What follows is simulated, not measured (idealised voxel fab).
process module | voxel fin reveal
cross-section cut | 215 nm wide | cells 5 nm
A cross-section is a grid of square cells, given in bands from the top down. A band is one or more rows of cells.
Each band's line starts with the height of the band's top and of its bottom, in nm. Then come its materials from left to right, each with its width in nm. One material with "throughout" fills the band from edge to edge. "air" is empty space.
Height 0 is the level under which the wafer as received is all one material. The lowest band goes on downwards, as in "0 down".
A width such as "30 to 40" changes by the same amount from each row of cells to the next, from the band's top row to its bottom row.
"no change" after a step means that no cell of the cross-section changed.
closed voids: empty space of 8 cells or more with no open way to the top, each as width x height at its distance from the left edge, in nm
after a step's settings: what the simulator itself notes on the step
overlay nm, on a step with a mask: how far to the right of its planned place the mask lay; to the left if negative
plan
1 op RECEIVE | material Si
2 op CONFORMAL_DEP | material SiN | thk nm 10
3 op DIRECTIONAL_DEP | material aC | thk nm 10
4 op PATTERN | tone cover | mask id FINS | material resist | width nm 15 | pitch nm 40 | thk nm 25 | overlay nm 0
5 op DIRECTIONAL_ETCH | etch materials aC | depth nm 10
6 op STRIP | etch materials resist
7 op DIRECTIONAL_ETCH | etch materials SiN | depth nm 10
8 op DIRECTIONAL_ETCH | etch materials Si | depth nm 30
9 op STRIP | etch materials aC
10 op OXIDIZE | depth nm 5
11 op FILL_DEP | material SiO2 | thk nm 10
12 op CMP | height nm 10
13 op SELECTIVE_ETCH | etch materials SiO2 | depth nm 25
14 op STRIP | etch materials SiN
first wafer, as planned
as received, after step 1
  0 down: Si throughout
  closed voids: none
after step 2
  10 to 0: SiN throughout
  below 0: unchanged
after step 3
  20 to 10: aC throughout
  below 10: unchanged
after step 4
  45 to 20: air 60 | resist 15 | air 25 | resist 15 | air 25 | resist 15 | air 60
  below 20: unchanged
after step 5
  35 to 20: air 60 | resist 15 | air 25 | resist 15 | air 25 | resist 15 | air 60
  20 to 10: air 60 | aC 15 | air 25 | aC 15 | air 25 | aC 15 | air 60
  below 10: unchanged
after step 6
  20 to 10: air 60 | aC 15 | air 25 | aC 15 | air 25 | aC 15 | air 60
  below 10: unchanged
after step 7
  20 to 10: air 60 | aC 15 | air 25 | aC 15 | air 25 | aC 15 | air 60
  10 to 0: air 60 | SiN 15 | air 25 | SiN 15 | air 25 | SiN 15 | air 60
  below 0: unchanged
after step 8
  20 to 10: air 60 | aC 15 | air 25 | aC 15 | air 25 | aC 15 | air 60
  10 to 0: air 60 | SiN 15 | air 25 | SiN 15 | air 25 | SiN 15 | air 60
  0 to -30: air 60 | Si 15 | air 25 | Si 15 | air 25 | Si 15 | air 60
  below -30: unchanged
after step 9
  10 to 0: air 60 | SiN 15 | air 25 | SiN 15 | air 25 | SiN 15 | air 60
  below 0: unchanged
after step 10
  10 to 0: air 60 | SiN 15 | air 25 | SiN 15 | air 25 | SiN 15 | air 60
  0 to -30: air 60 | SiO2 5 | Si 5 | SiO2 5 | air 25 | SiO2 5 | Si 5 | SiO2 5 | air 25 | SiO2 5 | Si 5 | SiO2 5 | air 60
  -30 to -35: SiO2 65 | Si 5 | SiO2 35 | Si 5 | SiO2 35 | Si 5 | SiO2 65
  below -35: unchanged
after step 11
  20 to 10: SiO2 throughout
  10 to 0: SiO2 60 | SiN 15 | SiO2 25 | SiN 15 | SiO2 25 | SiN 15 | SiO2 60
  0 to -35: SiO2 65 | Si 5 | SiO2 35 | Si 5 | SiO2 35 | Si 5 | SiO2 65
  below -35: unchanged
after step 12
  10 to 0: SiO2 60 | SiN 15 | SiO2 25 | SiN 15 | SiO2 25 | SiN 15 | SiO2 60
  below 0: unchanged
after step 13
  10 to 0: air 60 | SiN 15 | air 25 | SiN 15 | air 25 | SiN 15 | air 60
  0 to -15: air 65 | Si 5 | air 35 | Si 5 | air 35 | Si 5 | air 65
  below -15: unchanged
after step 14
  0 to -15: air 65 | Si 5 | air 35 | Si 5 | air 35 | Si 5 | air 65
  below -15: unchanged
second wafer: like start, like plan, one mistake. Through step 3 it matches the first wafer
when step 4 should have ended
  45 to 20: air 60 | resist 20 | air 20 | resist 20 | air 20 | resist 20 | air 55
  below 20: unchanged
when step 5 should have ended
  35 to 20: air 60 | resist 20 | air 20 | resist 20 | air 20 | resist 20 | air 55
  20 to 10: air 60 | aC 20 | air 20 | aC 20 | air 20 | aC 20 | air 55
  below 10: unchanged
when step 6 should have ended
  20 to 10: air 60 | aC 20 | air 20 | aC 20 | air 20 | aC 20 | air 55
  below 10: unchanged
when step 7 should have ended
  20 to 10: air 60 | aC 20 | air 20 | aC 20 | air 20 | aC 20 | air 55
  10 to 0: air 60 | SiN 20 | air 20 | SiN 20 | air 20 | SiN 20 | air 55
  below 0: unchanged
when step 8 should have ended
  20 to 10: air 60 | aC 20 | air 20 | aC 20 | air 20 | aC 20 | air 55
  10 to 0: air 60 | SiN 20 | air 20 | SiN 20 | air 20 | SiN 20 | air 55
  0 to -30: air 60 | Si 20 | air 20 | Si 20 | air 20 | Si 20 | air 55
  below -30: unchanged
when step 9 should have ended
  10 to 0: air 60 | SiN 20 | air 20 | SiN 20 | air 20 | SiN 20 | air 55
  below 0: unchanged
when step 10 should have ended
  10 to 0: air 60 | SiN 20 | air 20 | SiN 20 | air 20 | SiN 20 | air 55
  0 to -30: air 60 | SiO2 5 | Si 10 | SiO2 5 | air 20 | SiO2 5 | Si 10 | SiO2 5 | air 20 | SiO2 5 | Si 10 | SiO2 5 | air 55
  -30 to -35: SiO2 65 | Si 10 | SiO2 30 | Si 10 | SiO2 30 | Si 10 | SiO2 60
  below -35: unchanged
when step 11 should have ended
  20 to 10: SiO2 throughout
  10 to 0: SiO2 60 | SiN 20 | SiO2 20 | SiN 20 | SiO2 20 | SiN 20 | SiO2 55
  0 to -35: SiO2 65 | Si 10 | SiO2 30 | Si 10 | SiO2 30 | Si 10 | SiO2 60
  below -35: unchanged
when step 12 should have ended
  10 to 0: SiO2 60 | SiN 20 | SiO2 20 | SiN 20 | SiO2 20 | SiN 20 | SiO2 55
  below 0: unchanged
when step 13 should have ended
  10 to 0: air 60 | SiN 20 | air 20 | SiN 20 | air 20 | SiN 20 | air 55
  0 to -15: air 65 | Si 10 | air 30 | Si 10 | air 30 | Si 10 | air 60
  below -15: unchanged
when step 14 should have ended
  0 to -15: air 65 | Si 10 | air 30 | Si 10 | air 30 | Si 10 | air 60
  below -15: unchanged
what went wrong: step 4 ran as: op PATTERN | tone cover | mask id FINS | material resist | width nm 20 | pitch nm 40 | thk nm 25 | overlay nm 0
at the end the second wafer has, in cells: 21 more of Si | 12 fewer of SiO2
